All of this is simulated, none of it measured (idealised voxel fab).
process module | voxel wiring stack
cross-section cut | 200 nm wide | cells 5 nm
A cross-section is a grid of square cells, given in bands from the top down. A band is one or more rows of cells.
Each band's line starts with the height of the band's top and of its bottom, in nm. Then come its materials from left to right, each with its width in nm. One material with "throughout" fills the band from edge to edge. "air" is empty space.
Height 0 is the level under which the wafer as received is all one material. The lowest band goes on downwards, as in "0 down".
A width such as "30 to 40" changes by the same amount from each row of cells to the next, from the band's top row to its bottom row.
"no change" after a step means that no cell of the cross-section changed.
closed voids: empty space of 8 cells or more with no open way to the top, each as width x height at its distance from the left edge, in nm
after a step's settings: what the simulator itself notes on the step
overlay nm, on a step with a mask: how far to the right of its planned place the mask lay; to the left if negative
plan
1 op RECEIVE | material Si
2 op CONFORMAL_DEP | material SiO2 | thk nm 15
3 op CONFORMAL_DEP | material SiN | thk nm 5
4 op DIRECTIONAL_DEP | material lowk | thk nm 25
5 op DIRECTIONAL_DEP | material aC | thk nm 10
6 op PATTERN | tone open | mask id METAL_1 | material resist | width nm 25 | pitch nm 45 | thk nm 30 | overlay nm 0
7 op DIRECTIONAL_ETCH | etch materials aC | depth nm 10
8 op STRIP | etch materials resist
9 op DIRECTIONAL_ETCH | etch materials lowk | depth nm 25
10 op DIRECTIONAL_ETCH | etch materials SiN | depth nm 5
11 op STRIP | etch materials aC
12 op CONFORMAL_DEP | material TiN | thk nm 5
13 op FILL_DEP | material Ru | thk nm 5
14 op CMP | height nm 45
15 op CONFORMAL_DEP | material SiCN | thk nm 5
16 op DIRECTIONAL_DEP | material SiO2 | thk nm 15
17 op MASKED_ETCH | tone open | mask id PLUG_1 | width nm 15 | pitch nm 45 | etch materials SiO2 | depth nm 15 | overlay nm 0
18 op MASKED_ETCH | tone open | mask id PLUG_1 | width nm 15 | pitch nm 45 | etch materials SiCN | depth nm 5 | overlay nm 0
19 op EPI | material Ru | thk nm 10
20 op EPI | material Ru | thk nm 10
21 op CONFORMAL_DEP | material SiN | thk nm 5
22 op DIRECTIONAL_DEP | material lowk | thk nm 20
23 op MASKED_ETCH | tone open | mask id METAL_2 | width nm 25 | pitch nm 45 | etch materials lowk | depth nm 20 | overlay nm 0
24 op MASKED_ETCH | tone open | mask id METAL_2 | width nm 25 | pitch nm 45 | etch materials SiN | depth nm 5 | overlay nm 0
25 op CONFORMAL_DEP | material TiN | thk nm 5
26 op FILL_DEP | material Ru | thk nm 10
27 op CMP | height nm 90
28 op CONFORMAL_DEP | material SiCN | thk nm 5
29 op DIRECTIONAL_DEP | material SiO2 | thk nm 10
30 op MASKED_ETCH | tone open | mask id PLUG_2 | width nm 15 | etch materials SiO2 | depth nm 10 | overlay nm 0
31 op MASKED_ETCH | tone open | mask id PLUG_2 | width nm 15 | etch materials SiCN | depth nm 5 | overlay nm 0
32 op EPI | material Ru | thk nm 10
33 op EPI | material Ru | thk nm 5
34 op CONFORMAL_DEP | material SiN | thk nm 5
35 op DIRECTIONAL_DEP | material lowk | thk nm 20
36 op DIRECTIONAL_DEP | material aC | thk nm 15
37 op PATTERN | tone open | mask id METAL_3 | material resist | width nm 25 | pitch nm 45 | thk nm 30 | overlay nm 0
38 op DIRECTIONAL_ETCH | etch materials aC | depth nm 15
39 op STRIP | etch materials resist
40 op DIRECTIONAL_ETCH | etch materials lowk | depth nm 20
41 op DIRECTIONAL_ETCH | etch materials SiN | depth nm 5
42 op STRIP | etch materials aC
43 op CONFORMAL_DEP | material TiN | thk nm 5
44 op FILL_DEP | material Ru | thk nm 5
45 op CMP | height nm 130
46 op CONFORMAL_DEP | material SiCN | thk nm 5
first wafer, as planned
as received, after step 1
  0 down: Si throughout
  closed voids: none
after step 2
  15 to 0: SiO2 throughout
  below 0: unchanged
after step 3
  20 to 15: SiN throughout
  below 15: unchanged
after step 4
  45 to 20: lowk throughout
  below 20: unchanged
after step 5
  55 to 45: aC throughout
  below 45: unchanged
after step 6
  85 to 55: resist 65 | air 25 | resist 20 | air 25 | resist 65
  below 55: unchanged
after step 7
  75 to 55: resist 65 | air 25 | resist 20 | air 25 | resist 65
  55 to 45: aC 65 | air 25 | aC 20 | air 25 | aC 65
  below 45: unchanged
after step 8
  55 to 45: aC 65 | air 25 | aC 20 | air 25 | aC 65
  below 45: unchanged
after step 9
  55 to 45: aC 65 | air 25 | aC 20 | air 25 | aC 65
  45 to 20: lowk 65 | air 25 | lowk 20 | air 25 | lowk 65
  below 20: unchanged
after step 10
  55 to 45: aC 65 | air 25 | aC 20 | air 25 | aC 65
  45 to 20: lowk 65 | air 25 | lowk 20 | air 25 | lowk 65
  20 to 15: SiN 65 | air 25 | SiN 20 | air 25 | SiN 65
  below 15: unchanged
after step 11
  45 to 20: lowk 65 | air 25 | lowk 20 | air 25 | lowk 65
  below 20: unchanged
after step 12
  50 to 45: TiN 70 | air 15 | TiN 30 | air 15 | TiN 70
  45 to 20: lowk 65 | TiN 5 | air 15 | TiN 5 | lowk 20 | TiN 5 | air 15 | TiN 5 | lowk 65
  20 to 15: SiN 65 | TiN 25 | SiN 20 | TiN 25 | SiN 65
  below 15: unchanged
after step 13
  55 to 50: Ru throughout
  50 to 45: TiN 70 | Ru 15 | TiN 30 | Ru 15 | TiN 70
  45 to 20: lowk 65 | TiN 5 | Ru 15 | TiN 5 | lowk 20 | TiN 5 | Ru 15 | TiN 5 | lowk 65
  below 20: unchanged
after step 14
  45 to 20: lowk 65 | TiN 5 | Ru 15 | TiN 5 | lowk 20 | TiN 5 | Ru 15 | TiN 5 | lowk 65
  below 20: unchanged
after step 15
  50 to 45: SiCN throughout
  below 45: unchanged
after step 16
  65 to 50: SiO2 throughout
  below 50: unchanged
after step 17
  65 to 50: SiO2 65 | air 15 | SiO2 30 | air 15 | SiO2 75
  below 50: unchanged
after step 18
  65 to 50: SiO2 65 | air 15 | SiO2 30 | air 15 | SiO2 75
  50 to 45: SiCN 65 | air 15 | SiCN 30 | air 15 | SiCN 75
  below 45: unchanged
after step 19
  65 to 55: SiO2 65 | air 15 | SiO2 30 | air 15 | SiO2 75
  55 to 50: SiO2 65 | Ru 15 | SiO2 30 | Ru 15 | SiO2 75
  50 to 45: SiCN 65 | Ru 15 | SiCN 30 | Ru 15 | SiCN 75
  below 45: unchanged
after step 20
  65 to 50: SiO2 65 | Ru 15 | SiO2 30 | Ru 15 | SiO2 75
  below 50: unchanged
after step 21
  70 to 65: SiN throughout
  below 65: unchanged
after step 22
  90 to 70: lowk throughout
  below 70: unchanged
after step 23
  90 to 70: lowk 65 | air 25 | lowk 20 | air 25 | lowk 65
  below 70: unchanged
after step 24
  90 to 70: lowk 65 | air 25 | lowk 20 | air 25 | lowk 65
  70 to 65: SiN 65 | air 25 | SiN 20 | air 25 | SiN 65
  below 65: unchanged
after step 25
  95 to 90: TiN 70 | air 15 | TiN 30 | air 15 | TiN 70
  90 to 70: lowk 65 | TiN 5 | air 15 | TiN 5 | lowk 20 | TiN 5 | air 15 | TiN 5 | lowk 65
  70 to 65: SiN 65 | TiN 25 | SiN 20 | TiN 25 | SiN 65
  below 65: unchanged
after step 26
  105 to 95: Ru throughout
  95 to 90: TiN 70 | Ru 15 | TiN 30 | Ru 15 | TiN 70
  90 to 70: lowk 65 | TiN 5 | Ru 15 | TiN 5 | lowk 20 | TiN 5 | Ru 15 | TiN 5 | lowk 65
  below 70: unchanged
after step 27
  90 to 70: lowk 65 | TiN 5 | Ru 15 | TiN 5 | lowk 20 | TiN 5 | Ru 15 | TiN 5 | lowk 65
  below 70: unchanged
after step 28
  95 to 90: SiCN throughout
  below 90: unchanged
after step 29
  105 to 95: SiO2 throughout
  below 95: unchanged
after step 30
  105 to 95: SiO2 65 | air 15 | SiO2 120
  below 95: unchanged
after step 31
  105 to 95: SiO2 65 | air 15 | SiO2 120
  95 to 90: SiCN 65 | air 15 | SiCN 120
  below 90: unchanged
after step 32
  105 to 100: SiO2 65 | air 15 | SiO2 120
  100 to 95: SiO2 65 | Ru 15 | SiO2 120
  95 to 90: SiCN 65 | Ru 15 | SiCN 120
  below 90: unchanged
after step 33
  105 to 95: SiO2 65 | Ru 15 | SiO2 120
  below 95: unchanged
after step 34
  110 to 105: SiN throughout
  below 105: unchanged
after step 35
  130 to 110: lowk throughout
  below 110: unchanged
after step 36
  145 to 130: aC throughout
  below 130: unchanged
after step 37
  175 to 145: resist 65 | air 25 | resist 20 | air 25 | resist 65
  below 145: unchanged
after step 38
  160 to 145: resist 65 | air 25 | resist 20 | air 25 | resist 65
  145 to 130: aC 65 | air 25 | aC 20 | air 25 | aC 65
  below 130: unchanged
after step 39
  145 to 130: aC 65 | air 25 | aC 20 | air 25 | aC 65
  below 130: unchanged
after step 40
  145 to 130: aC 65 | air 25 | aC 20 | air 25 | aC 65
  130 to 110: lowk 65 | air 25 | lowk 20 | air 25 | lowk 65
  below 110: unchanged
after step 41
  145 to 130: aC 65 | air 25 | aC 20 | air 25 | aC 65
  130 to 110: lowk 65 | air 25 | lowk 20 | air 25 | lowk 65
  110 to 105: SiN 65 | air 25 | SiN 20 | air 25 | SiN 65
  below 105: unchanged
after step 42
  130 to 110: lowk 65 | air 25 | lowk 20 | air 25 | lowk 65
  below 110: unchanged
after step 43
  135 to 130: TiN 70 | air 15 | TiN 30 | air 15 | TiN 70
  130 to 110: lowk 65 | TiN 5 | air 15 | TiN 5 | lowk 20 | TiN 5 | air 15 | TiN 5 | lowk 65
  110 to 105: SiN 65 | TiN 25 | SiN 20 | TiN 25 | SiN 65
  below 105: unchanged
after step 44
  140 to 135: Ru throughout
  135 to 130: TiN 70 | Ru 15 | TiN 30 | Ru 15 | TiN 70
  130 to 110: lowk 65 | TiN 5 | Ru 15 | TiN 5 | lowk 20 | TiN 5 | Ru 15 | TiN 5 | lowk 65
  below 110: unchanged
after step 45
  130 to 110: lowk 65 | TiN 5 | Ru 15 | TiN 5 | lowk 20 | TiN 5 | Ru 15 | TiN 5 | lowk 65
  below 110: unchanged
after step 46
  135 to 130: SiCN throughout
  below 130: unchanged
second wafer: like start, like plan, one mistake. Through step 15 it matches the first wafer
when step 16 should have ended
  80 to 50: SiO2 throughout
  below 50: unchanged
when step 17 should have ended
  80 to 65: SiO2 65 | air 15 | SiO2 30 | air 15 | SiO2 75
  below 65: unchanged
when step 18 should have ended: no change
when step 19 should have ended: no change
when step 20 should have ended: no change
when step 21 should have ended
  85 to 80: SiN 70 | air 5 | SiN 40 | air 5 | SiN 80
  80 to 70: SiO2 65 | SiN 5 | air 5 | SiN 5 | SiO2 30 | SiN 5 | air 5 | SiN 5 | SiO2 75
  70 to 65: SiO2 65 | SiN 15 | SiO2 30 | SiN 15 | SiO2 75
  below 65: unchanged
when step 22 should have ended
  105 to 90: lowk 70 | air 5 | lowk 40 | air 5 | lowk 80
  90 to 85: lowk throughout
  85 to 80: SiN 70 | lowk 5 | SiN 40 | lowk 5 | SiN 80
  80 to 70: SiO2 65 | SiN 5 | lowk 5 | SiN 5 | SiO2 30 | SiN 5 | lowk 5 | SiN 5 | SiO2 75
  below 70: unchanged
when step 23 should have ended
  105 to 85: lowk 65 | air 25 | lowk 20 | air 25 | lowk 65
  85 to 80: SiN 70 | air 5 | SiN 40 | air 5 | SiN 80
  80 to 70: SiO2 65 | SiN 5 | air 5 | SiN 5 | SiO2 30 | SiN 5 | air 5 | SiN 5 | SiO2 75
  below 70: unchanged
when step 24 should have ended
  105 to 85: lowk 65 | air 25 | lowk 20 | air 25 | lowk 65
  85 to 80: SiN 65 | air 25 | SiN 20 | air 25 | SiN 65
  80 to 65: SiO2 65 | SiN 5 | air 5 | SiN 5 | SiO2 30 | SiN 5 | air 5 | SiN 5 | SiO2 75
  below 65: unchanged
when step 25 should have ended
  110 to 105: TiN 70 | air 15 | TiN 30 | air 15 | TiN 70
  105 to 85: lowk 65 | TiN 5 | air 15 | TiN 5 | lowk 20 | TiN 5 | air 15 | TiN 5 | lowk 65
  85 to 80: SiN 65 | TiN 25 | SiN 20 | TiN 25 | SiN 65
  80 to 65: SiO2 65 | SiN 5 | TiN 5 | SiN 5 | SiO2 30 | SiN 5 | TiN 5 | SiN 5 | SiO2 75
  below 65: unchanged
when step 26 should have ended
  120 to 110: Ru throughout
  110 to 105: TiN 70 | Ru 15 | TiN 30 | Ru 15 | TiN 70
  105 to 85: lowk 65 | TiN 5 | Ru 15 | TiN 5 | lowk 20 | TiN 5 | Ru 15 | TiN 5 | lowk 65
  below 85: unchanged
when step 27 should have ended
  90 to 85: lowk 65 | TiN 5 | Ru 15 | TiN 5 | lowk 20 | TiN 5 | Ru 15 | TiN 5 | lowk 65
  below 85: unchanged
when step 28 should have ended
  95 to 90: SiCN throughout
  below 90: unchanged
when step 29 should have ended
  105 to 95: SiO2 throughout
  below 95: unchanged
when step 30 should have ended
  105 to 95: SiO2 65 | air 15 | SiO2 120
  below 95: unchanged
when step 31 should have ended
  105 to 95: SiO2 65 | air 15 | SiO2 120
  95 to 90: SiCN 65 | air 15 | SiCN 120
  below 90: unchanged
when step 32 should have ended
  105 to 100: SiO2 65 | air 15 | SiO2 120
  100 to 95: SiO2 65 | Ru 15 | SiO2 120
  95 to 90: SiCN 65 | Ru 15 | SiCN 120
  below 90: unchanged
when step 33 should have ended
  105 to 95: SiO2 65 | Ru 15 | SiO2 120
  below 95: unchanged
when step 34 should have ended
  110 to 105: SiN throughout
  below 105: unchanged
when step 35 should have ended
  130 to 110: lowk throughout
  below 110: unchanged
when step 36 should have ended
  145 to 130: aC throughout
  below 130: unchanged
when step 37 should have ended
  175 to 145: resist 65 | air 25 | resist 20 | air 25 | resist 65
  below 145: unchanged
when step 38 should have ended
  160 to 145: resist 65 | air 25 | resist 20 | air 25 | resist 65
  145 to 130: aC 65 | air 25 | aC 20 | air 25 | aC 65
  below 130: unchanged
when step 39 should have ended
  145 to 130: aC 65 | air 25 | aC 20 | air 25 | aC 65
  below 130: unchanged
when step 40 should have ended
  145 to 130: aC 65 | air 25 | aC 20 | air 25 | aC 65
  130 to 110: lowk 65 | air 25 | lowk 20 | air 25 | lowk 65
  below 110: unchanged
when step 41 should have ended
  145 to 130: aC 65 | air 25 | aC 20 | air 25 | aC 65
  130 to 110: lowk 65 | air 25 | lowk 20 | air 25 | lowk 65
  110 to 105: SiN 65 | air 25 | SiN 20 | air 25 | SiN 65
  below 105: unchanged
when step 42 should have ended
  130 to 110: lowk 65 | air 25 | lowk 20 | air 25 | lowk 65
  below 110: unchanged
when step 43 should have ended
  135 to 130: TiN 70 | air 15 | TiN 30 | air 15 | TiN 70
  130 to 110: lowk 65 | TiN 5 | air 15 | TiN 5 | lowk 20 | TiN 5 | air 15 | TiN 5 | lowk 65
  110 to 105: SiN 65 | TiN 25 | SiN 20 | TiN 25 | SiN 65
  below 105: unchanged
when step 44 should have ended
  140 to 135: Ru throughout
  135 to 130: TiN 70 | Ru 15 | TiN 30 | Ru 15 | TiN 70
  130 to 110: lowk 65 | TiN 5 | Ru 15 | TiN 5 | lowk 20 | TiN 5 | Ru 15 | TiN 5 | lowk 65
  below 110: unchanged
when step 45 should have ended
  130 to 110: lowk 65 | TiN 5 | Ru 15 | TiN 5 | lowk 20 | TiN 5 | Ru 15 | TiN 5 | lowk 65
  below 110: unchanged
when step 46 should have ended
  135 to 130: SiCN throughout
  below 130: unchanged
what went wrong: step 16 was run twice
at the end the second wafer has, in cells: 42 fewer of Ru | 6 more of SiCN | 12 more of SiN | 120 more of SiO2 | 6 fewer of TiN | 90 fewer of lowk
